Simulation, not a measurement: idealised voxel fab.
process module | voxel tone inversion
cross-section cut | 230 nm wide | cells 5 nm
A cross-section is a grid of square cells, given in bands from the top down. A band is one or more rows of cells.
Each band's line starts with the height of the band's top and of its bottom, in nm. Then come its materials from left to right, each with its width in nm. One material with "throughout" fills the band from edge to edge. "air" is empty space.
Height 0 is the level under which the wafer as received is all one material. The lowest band goes on downwards, as in "0 down".
A width such as "30 to 40" changes by the same amount from each row of cells to the next, from the band's top row to its bottom row.
"no change" after a step means that no cell of the cross-section changed.
closed voids: empty space of 8 cells or more with no open way to the top, each as width x height at its distance from the left edge, in nm
after a step's settings: what the simulator itself notes on the step
overlay nm, on a step with a mask: how far to the right of its planned place the mask lay; to the left if negative
Each pair below shows a cross-section before one step and the cross-section after it, down to the lowest band that changed. The line under each pair gives the step between them, with its settings. The pairs can come from different runs of this module on the same starting wafer, so a pair continues from the pair above only where its "before" says so.
before
  0 down: Si throughout
  closed voids: none
after
  10 to 0: SiCN throughout
  below 0: unchanged
  closed voids: none
the step between: op CONFORMAL_DEP | material SiCN | thk nm 10
before: the cross-section after the pair above
after
  30 to 10: polySi throughout
  below 10: unchanged
  closed voids: none
the step between: op DIRECTIONAL_DEP | material polySi | thk nm 20
before: the cross-section after the pair above
after
  60 to 30: air 85 | resist 20 | air 20 | resist 20 | air 85
  below 30: unchanged
  closed voids: none
the step between: op PATTERN | tone cover | mask id POSTS | material resist | width nm 20 | pitch nm 40 | thk nm 30 | overlay nm 0
before: the cross-section after the pair above
after
  60 to 30: air 85 | resist 20 | air 20 | resist 20 | air 85
  30 to 10: air 85 | polySi 20 | air 20 | polySi 20 | air 85
  below 10: unchanged
  closed voids: none
the step between: op DIRECTIONAL_ETCH | etch materials polySi | depth nm 20
before: the cross-section after the pair above
after
  30 to 10: air 85 | polySi 20 | air 20 | polySi 20 | air 85
  below 10: unchanged
  closed voids: none
the step between: op STRIP | etch materials resist
before: the cross-section after the pair above
after
  35 to 30: SiO2 throughout
  30 to 10: SiO2 85 | polySi 20 | SiO2 20 | polySi 20 | SiO2 85
  below 10: unchanged
  closed voids: none
the step between: op FILL_DEP | material SiO2 | thk nm 5
before: the cross-section after the pair above
after
  30 to 10: SiO2 85 | polySi 20 | SiO2 20 | polySi 20 | SiO2 85
  below 10: unchanged
  closed voids: none
the step between: op CMP | height nm 30
before: the cross-section after the pair above
after
  30 to 10: SiO2 85 | air 20 | SiO2 20 | air 20 | SiO2 85
  below 10: unchanged
  closed voids: none
the step between: op STRIP | etch materials polySi
before: the cross-section after the pair above
after
  35 to 30: TiN 90 | air 10 | TiN 30 | air 10 | TiN 90
  30 to 15: SiO2 85 | TiN 5 | air 10 | TiN 5 | SiO2 20 | TiN 5 | air 10 | TiN 5 | SiO2 85
  15 to 10: SiO2 85 | TiN 20 | SiO2 20 | TiN 20 | SiO2 85
  below 10: unchanged
  closed voids: none
the step between: op CONFORMAL_DEP | material TiN | thk nm 5
before: the cross-section after the pair above
after
  40 to 35: W throughout
  35 to 30: TiN 90 | W 10 | TiN 30 | W 10 | TiN 90
  30 to 15: SiO2 85 | TiN 5 | W 10 | TiN 5 | SiO2 20 | TiN 5 | W 10 | TiN 5 | SiO2 85
  below 15: unchanged
  closed voids: none
the step between: op FILL_DEP | material W | thk nm 5
before: the cross-section after the pair above
after
  30 to 15: SiO2 85 | TiN 5 | W 10 | TiN 5 | SiO2 20 | TiN 5 | W 10 | TiN 5 | SiO2 85
  below 15: unchanged
  closed voids: none
the step between: op CMP | height nm 30
before: the cross-section after the pair above
after
  35 to 30: SiCN throughout
  below 30: unchanged
  closed voids: none
the step between: op CONFORMAL_DEP | material SiCN | thk nm 5
before
  0 down: Si throughout
  closed voids: none
after
  20 to 0: polySi throughout
  below 0: unchanged
  closed voids: none
the step between: op DIRECTIONAL_DEP | material polySi | thk nm 20
before: the cross-section after the pair above
after
  30 to 20: SiCN throughout
  below 20: unchanged
  closed voids: none
the step between: op CONFORMAL_DEP | material SiCN | thk nm 10
before: the cross-section after the pair above
after
  60 to 30: air 85 | resist 20 | air 20 | resist 20 | air 85
  below 30: unchanged
  closed voids: none
the step between: op PATTERN | tone cover | mask id POSTS | material resist | width nm 20 | pitch nm 40 | thk nm 30 | overlay nm 0
before: the cross-section after the pair above
after
  30 to 20: SiCN throughout
  below 20: unchanged
  closed voids: none
the step between: op STRIP | etch materials resist
before: the cross-section after the pair above
after
  35 to 30: SiO2 throughout
  below 30: unchanged
  closed voids: none
the step between: op FILL_DEP | material SiO2 | thk nm 5
before: the cross-section after the pair above
after
  30 to 20: SiCN throughout
  below 20: unchanged
  closed voids: none
the step between: op CMP | height nm 30
before: the cross-section after the pair above
after
  35 to 30: TiN throughout
  below 30: unchanged
  closed voids: none
the step between: op CONFORMAL_DEP | material TiN | thk nm 5
before: the cross-section after the pair above
after
  40 to 35: W throughout
  below 35: unchanged
  closed voids: none
the step between: op FILL_DEP | material W | thk nm 5
before: the cross-section after the pair above
after
  30 to 20: SiCN throughout
  below 20: unchanged
  closed voids: none
the step between: op CMP | height nm 30
before: the cross-section after the pair above
after
  35 to 20: SiCN throughout
  below 20: unchanged
  closed voids: none
the step between: op CONFORMAL_DEP | material SiCN | thk nm 5
before
  10 to 0: SiCN throughout
  0 down: Si throughout
  closed voids: none
after
  25 to 10: polySi throughout
  below 10: unchanged
  closed voids: none
the step between: op DIRECTIONAL_DEP | material polySi | thk nm 15
before: the cross-section after the pair above
after
  55 to 25: air 85 | resist 20 | air 20 | resist 20 | air 85
  below 25: unchanged
  closed voids: none
the step between: op PATTERN | tone cover | mask id POSTS | material resist | width nm 20 | pitch nm 40 | thk nm 30 | overlay nm 0
before: the cross-section after the pair above
after
  55 to 25: air 85 | resist 20 | air 20 | resist 20 | air 85
  25 to 10: air 85 | polySi 20 | air 20 | polySi 20 | air 85
  below 10: unchanged
  closed voids: none
the step between: op DIRECTIONAL_ETCH | etch materials polySi | depth nm 20
before: the cross-section after the pair above
after
  25 to 10: air 85 | polySi 20 | air 20 | polySi 20 | air 85
  below 10: unchanged
  closed voids: none
the step between: op STRIP | etch materials resist
before: the cross-section after the pair above
after
  30 to 25: SiO2 throughout
  25 to 10: SiO2 85 | polySi 20 | SiO2 20 | polySi 20 | SiO2 85
  below 10: unchanged
  closed voids: none
the step between: op FILL_DEP | material SiO2 | thk nm 5
before: the cross-section after the pair above
after
  35 to 30: TiN throughout
  below 30: unchanged
  closed voids: none
the step between: op CONFORMAL_DEP | material TiN | thk nm 5
before: the cross-section after the pair above
after
  40 to 35: W throughout
  below 35: unchanged
  closed voids: none
the step between: op FILL_DEP | material W | thk nm 5
before: the cross-section after the pair above
after
  30 to 25: SiO2 throughout
  below 25: unchanged
  closed voids: none
the step between: op CMP | height nm 30
before: the cross-section after the pair above
after
  35 to 30: SiCN throughout
  below 30: unchanged
  closed voids: none
the step between: op CONFORMAL_DEP | material SiCN | thk nm 5
before
  30 to 10: polySi throughout
  10 to 0: SiCN throughout
  0 down: Si throughout
  closed voids: none
after
  60 to 30: air 85 | resist 25 | air 15 | resist 25 | air 80
  below 30: unchanged
  closed voids: none
the step between: op PATTERN | tone cover | mask id POSTS | material resist | width nm 25 | pitch nm 40 | thk nm 30 | overlay nm 0
before: the cross-section after the pair above
after
  60 to 30: air 85 | resist 25 | air 15 | resist 25 | air 80
  30 to 10: air 85 | polySi 25 | air 15 | polySi 25 | air 80
  below 10: unchanged
  closed voids: none
the step between: op DIRECTIONAL_ETCH | etch materials polySi | depth nm 20
before: the cross-section after the pair above
after
  30 to 10: air 85 | polySi 25 | air 15 | polySi 25 | air 80
  below 10: unchanged
  closed voids: none
the step between: op STRIP | etch materials resist
before: the cross-section after the pair above
after
  35 to 30: SiO2 throughout
  30 to 10: SiO2 85 | polySi 25 | SiO2 15 | polySi 25 | SiO2 80
  below 10: unchanged
  closed voids: none
the step between: op FILL_DEP | material SiO2 | thk nm 5
before: the cross-section after the pair above
after
  30 to 10: SiO2 85 | polySi 25 | SiO2 15 | polySi 25 | SiO2 80
  below 10: unchanged
  closed voids: none
the step between: op CMP | height nm 30
before: the cross-section after the pair above
after
  30 to 10: SiO2 85 | air 25 | SiO2 15 | air 25 | SiO2 80
  below 10: unchanged
  closed voids: none
the step between: op STRIP | etch materials polySi
before: the cross-section after the pair above
after
  35 to 30: TiN 90 | air 15 | TiN 25 | air 15 | TiN 85
  30 to 15: SiO2 85 | TiN 5 | air 15 | TiN 5 | SiO2 15 | TiN 5 | air 15 | TiN 5 | SiO2 80
  15 to 10: SiO2 85 | TiN 25 | SiO2 15 | TiN 25 | SiO2 80
  below 10: unchanged
  closed voids: none
the step between: op CONFORMAL_DEP | material TiN | thk nm 5
before: the cross-section after the pair above
after
  40 to 35: W throughout
  35 to 30: TiN 90 | W 15 | TiN 25 | W 15 | TiN 85
  30 to 15: SiO2 85 | TiN 5 | W 15 | TiN 5 | SiO2 15 | TiN 5 | W 15 | TiN 5 | SiO2 80
  below 15: unchanged
  closed voids: none
the step between: op FILL_DEP | material W | thk nm 5
before: the cross-section after the pair above
after
  30 to 15: SiO2 85 | TiN 5 | W 15 | TiN 5 | SiO2 15 | TiN 5 | W 15 | TiN 5 | SiO2 80
  below 15: unchanged
  closed voids: none
the step between: op CMP | height nm 30
before: the cross-section after the pair above
after
  35 to 30: SiCN throughout
  below 30: unchanged
  closed voids: none
the step between: op CONFORMAL_DEP | material SiCN | thk nm 5
before
  30 to 10: polySi throughout
  10 to 0: SiCN throughout
  0 down: Si throughout
  closed voids: none
after
  60 to 30: air 80 | resist 20 | air 20 | resist 20 | air 90
  below 30: unchanged
  closed voids: none
the step between: op PATTERN | tone cover | mask id POSTS | material resist | width nm 20 | pitch nm 40 | thk nm 30 | overlay nm -5
before: the cross-section after the pair above
after
  60 to 30: air 80 | resist 20 | air 20 | resist 20 | air 90
  30 to 10: air 80 | polySi 20 | air 20 | polySi 20 | air 90
  below 10: unchanged
  closed voids: none
the step between: op DIRECTIONAL_ETCH | etch materials polySi | depth nm 20
before: the cross-section after the pair above
after
  30 to 10: air 80 | polySi 20 | air 20 | polySi 20 | air 90
  below 10: unchanged
  closed voids: none
the step between: op STRIP | etch materials resist
before: the cross-section after the pair above
after
  35 to 30: SiO2 throughout
  30 to 10: SiO2 80 | polySi 20 | SiO2 20 | polySi 20 | SiO2 90
  below 10: unchanged
  closed voids: none
the step between: op FILL_DEP | material SiO2 | thk nm 5
before: the cross-section after the pair above
after
  30 to 10: SiO2 80 | polySi 20 | SiO2 20 | polySi 20 | SiO2 90
  below 10: unchanged
  closed voids: none
the step between: op CMP | height nm 30
before: the cross-section after the pair above
after
  30 to 10: SiO2 80 | air 20 | SiO2 20 | air 20 | SiO2 90
  below 10: unchanged
  closed voids: none
the step between: op STRIP | etch materials polySi
before: the cross-section after the pair above
after
  35 to 30: TiN 85 | air 10 | TiN 30 | air 10 | TiN 95
  30 to 15: SiO2 80 | TiN 5 | air 10 | TiN 5 | SiO2 20 | TiN 5 | air 10 | TiN 5 | SiO2 90
  15 to 10: SiO2 80 | TiN 20 | SiO2 20 | TiN 20 | SiO2 90
  below 10: unchanged
  closed voids: none
the step between: op CONFORMAL_DEP | material TiN | thk nm 5
before: the cross-section after the pair above
after
  40 to 35: W throughout
  35 to 30: TiN 85 | W 10 | TiN 30 | W 10 | TiN 95
  30 to 15: SiO2 80 | TiN 5 | W 10 | TiN 5 | SiO2 20 | TiN 5 | W 10 | TiN 5 | SiO2 90
  below 15: unchanged
  closed voids: none
the step between: op FILL_DEP | material W | thk nm 5
before: the cross-section after the pair above
after
  30 to 15: SiO2 80 | TiN 5 | W 10 | TiN 5 | SiO2 20 | TiN 5 | W 10 | TiN 5 | SiO2 90
  below 15: unchanged
  closed voids: none
the step between: op CMP | height nm 30
before: the cross-section after the pair above
after
  35 to 30: SiCN throughout
  below 30: unchanged
  closed voids: none
the step between: op CONFORMAL_DEP | material SiCN | thk nm 5
before
  30 to 15: SiO2 85 | TiN 5 | W 10 | TiN 5 | SiO2 20 | TiN 5 | W 10 | TiN 5 | SiO2 85
  15 to 10: SiO2 85 | TiN 20 | SiO2 20 | TiN 20 | SiO2 85
  10 to 0: SiCN throughout
  0 down: Si throughout
  closed voids: none
after
  35 to 30: TiN throughout
  below 30: unchanged
  closed voids: none
the step between: op CONFORMAL_DEP | material TiN | thk nm 5
before
  30 to 10: polySi throughout
  10 to 0: SiCN throughout
  0 down: Si throughout
  closed voids: none
after
  60 to 30: resist 85 | air 20 | resist 20 | air 20 | resist 85
  below 30: unchanged
  closed voids: none
the step between: op PATTERN | tone open | mask id POSTS | material resist | width nm 20 | pitch nm 40 | thk nm 30 | overlay nm 0
before: the cross-section after the pair above
after
  60 to 30: resist 85 | air 20 | resist 20 | air 20 | resist 85
  30 to 10: polySi 85 | air 20 | polySi 20 | air 20 | polySi 85
  below 10: unchanged
  closed voids: none
the step between: op DIRECTIONAL_ETCH | etch materials polySi | depth nm 20
before: the cross-section after the pair above
after
  30 to 10: polySi 85 | air 20 | polySi 20 | air 20 | polySi 85
  below 10: unchanged
  closed voids: none
the step between: op STRIP | etch materials resist
before: the cross-section after the pair above
after
  35 to 30: SiO2 throughout
  30 to 10: polySi 85 | SiO2 20 | polySi 20 | SiO2 20 | polySi 85
  below 10: unchanged
  closed voids: none
the step between: op FILL_DEP | material SiO2 | thk nm 5
before: the cross-section after the pair above
after
  30 to 10: polySi 85 | SiO2 20 | polySi 20 | SiO2 20 | polySi 85
  below 10: unchanged
  closed voids: none
the step between: op CMP | height nm 30
before: the cross-section after the pair above
after
  30 to 10: air 85 | SiO2 20 | air 20 | SiO2 20 | air 85
  below 10: unchanged
  closed voids: none
the step between: op STRIP | etch materials polySi
before: the cross-section after the pair above
after
  35 to 30: air 80 | TiN 30 | air 10 | TiN 30 | air 80
  30 to 15: air 80 | TiN 5 | SiO2 20 | TiN 5 | air 10 | TiN 5 | SiO2 20 | TiN 5 | air 80
  15 to 10: TiN 85 | SiO2 20 | TiN 20 | SiO2 20 | TiN 85
  below 10: unchanged
  closed voids: none
the step between: op CONFORMAL_DEP | material TiN | thk nm 5
before: the cross-section after the pair above
after
  40 to 35: W throughout
  35 to 30: W 80 | TiN 30 | W 10 | TiN 30 | W 80
  30 to 15: W 80 | TiN 5 | SiO2 20 | TiN 5 | W 10 | TiN 5 | SiO2 20 | TiN 5 | W 80
  below 15: unchanged
  closed voids: none
the step between: op FILL_DEP | material W | thk nm 5
before: the cross-section after the pair above
after
  30 to 15: W 80 | TiN 5 | SiO2 20 | TiN 5 | W 10 | TiN 5 | SiO2 20 | TiN 5 | W 80
  below 15: unchanged
  closed voids: none
the step between: op CMP | height nm 30
before: the cross-section after the pair above
after
  35 to 30: SiCN throughout
  below 30: unchanged
  closed voids: none
the step between: op CONFORMAL_DEP | material SiCN | thk nm 5
